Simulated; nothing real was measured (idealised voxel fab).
voxel wiring stack: a process module
Displayed cross-section: cut, width of 140 nm, square cells sized 5 nm.
If you're reading a cross-section in this doc, picture square cells in a grid; it comes to you as bands, top ones listed first down to the bottom, and a band can be one or more rows of cells.
The band entry comprises the height of the band's top followed by the height of its bottom, expressed in nm, and subsequently the band's materials from left to right, each stated together with its width in nm. Where a single material is marked with the word "all across", that material fills the band from edge to edge. The word "blank" represents empty space.
Height is counted from the level 0, under which the received wafer is composed throughout of one material. The lowest of the bands is not closed at the bottom but continues downward, in the notation "top 0, no bottom".
Per-row width for "30..40": begins at first number (top row of band), ends at second number (bottom row), increment between rows held constant.
Take "nothing got changed" at face value: in the step it is given for, the cross-section changed in none of its cells.
"Fully sealed cavities": sealed empty spaces, 8 cells or more, no open way to top, listed width x height at distance, with distance from the left edge and width, height and distance in nm.
Note: text after step settings on the step line = simulator remark on that step.
The line of a step may include "overlay nm". On a step with a mask, this value is how far to the right of its planned place the mask lay. A negative value means the mask lay to the left.
The planned process steps are enumerated hereunder
1. RECEIVE with material Si
2. CONFORMAL_DEP with material SiO2, thk nm 10
3. CONFORMAL_DEP with material SiCN, thk nm 5
4. DIRECTIONAL_DEP with material SiO2, thk nm 25
5. MASKED_ETCH with tone open, mask id METAL_1, width nm 20, pitch nm 35, etch materials SiO2, depth nm 25, overlay nm 0
6. MASKED_ETCH with tone open, mask id METAL_1, width nm 20, pitch nm 35, etch materials SiCN, depth nm 5, overlay nm 0
7. CONFORMAL_DEP with material TiN, thk nm 5
8. FILL_DEP with material W, thk nm 10
9. CMP with height nm 40
10. EPI with material Ru, thk nm 5
11. FILL_DEP with material SiCN, thk nm 5
12. DIRECTIONAL_DEP with material lowk, thk nm 10
13. PATTERN with tone open, mask id PLUG_1, material resist, width nm 15, pitch nm 70, thk nm 20, overlay nm 0
14. DIRECTIONAL_ETCH with etch materials lowk, depth nm 10
15. DIRECTIONAL_ETCH with etch materials SiCN, depth nm 5
16. STRIP with etch materials resist
17. CONFORMAL_DEP with material TiN, thk nm 5
18. FILL_DEP with material W, thk nm 5
19. CMP with height nm 60
20. DIRECTIONAL_DEP with material TiN, thk nm 5
21. DIRECTIONAL_DEP with material Ru, thk nm 20
22. MASKED_ETCH with tone cover, mask id METAL_2, width nm 20, pitch nm 35, etch materials Ru, depth nm 20, overlay nm 0
23. MASKED_ETCH with tone cover, mask id METAL_2, width nm 20, pitch nm 35, etch materials TiN, depth nm 5, overlay nm 0
24. CONFORMAL_DEP with material SiN, thk nm 5
25. FILL_DEP with material lowk, thk nm 10
26. CMP with height nm 85
27. CONFORMAL_DEP with material SiCN, thk nm 5
28. DIRECTIONAL_DEP with material SiO2, thk nm 35
29. PATTERN with tone open, mask id METAL_3, material resist, width nm 20, pitch nm 35, thk nm 15, overlay nm -10
30. DIRECTIONAL_ETCH with etch materials SiO2, depth nm 20
31. STRIP with etch materials resist
32. PATTERN with tone open, mask id METAL_3_HOLES, material resist, width nm 15, pitch nm 35, thk nm 15, overlay nm 0
33. DIRECTIONAL_ETCH with etch materials SiO2, depth nm 15
34. DIRECTIONAL_ETCH with etch materials SiCN, depth nm 5
35. STRIP with etch materials resist
36. CONFORMAL_DEP with material TiN, thk nm 5
37. FILL_DEP with material Cu, thk nm 10
38. CMP with height nm 125
39. CONFORMAL_DEP with material SiN, thk nm 5
Wafers differ in overlay nm at step 29; plan lists the first wafer's value; identical starting state.
Cross-section of the first of several wafers on receipt, reflecting completion of step 1
  top 0, no bottom: Si all across
  Fully sealed cavities: none
Row per wafer, end-of-module: cell gain (+)/loss (-) by material since the wafer came in, then closed voids
overlay nm -10, +24 Cu, +66 Ru, +70 SiCN, +68 SiN, +257 SiO2, +125 TiN, +34 W, +84 lowk, Fully sealed cavities: none
overlay nm -5, +30 Cu, +66 Ru, +67 SiCN, +68 SiN, +257 SiO2, +122 TiN, +34 W, +84 lowk, Fully sealed cavities: none
overlay nm 0, +30 Cu, +66 Ru, +67 SiCN, +68 SiN, +257 SiO2, +122 TiN, +34 W, +84 lowk, Fully sealed cavities: none
overlay nm 5, +24 Cu, +66 Ru, +70 SiCN, +68 SiN, +257 SiO2, +125 TiN, +34 W, +84 lowk, Fully sealed cavities: none
overlay nm 10, +30 Cu, +66 Ru, +73 SiCN, +68 SiN, +257 SiO2, +116 TiN, +34 W, +84 lowk, Fully sealed cavities: none
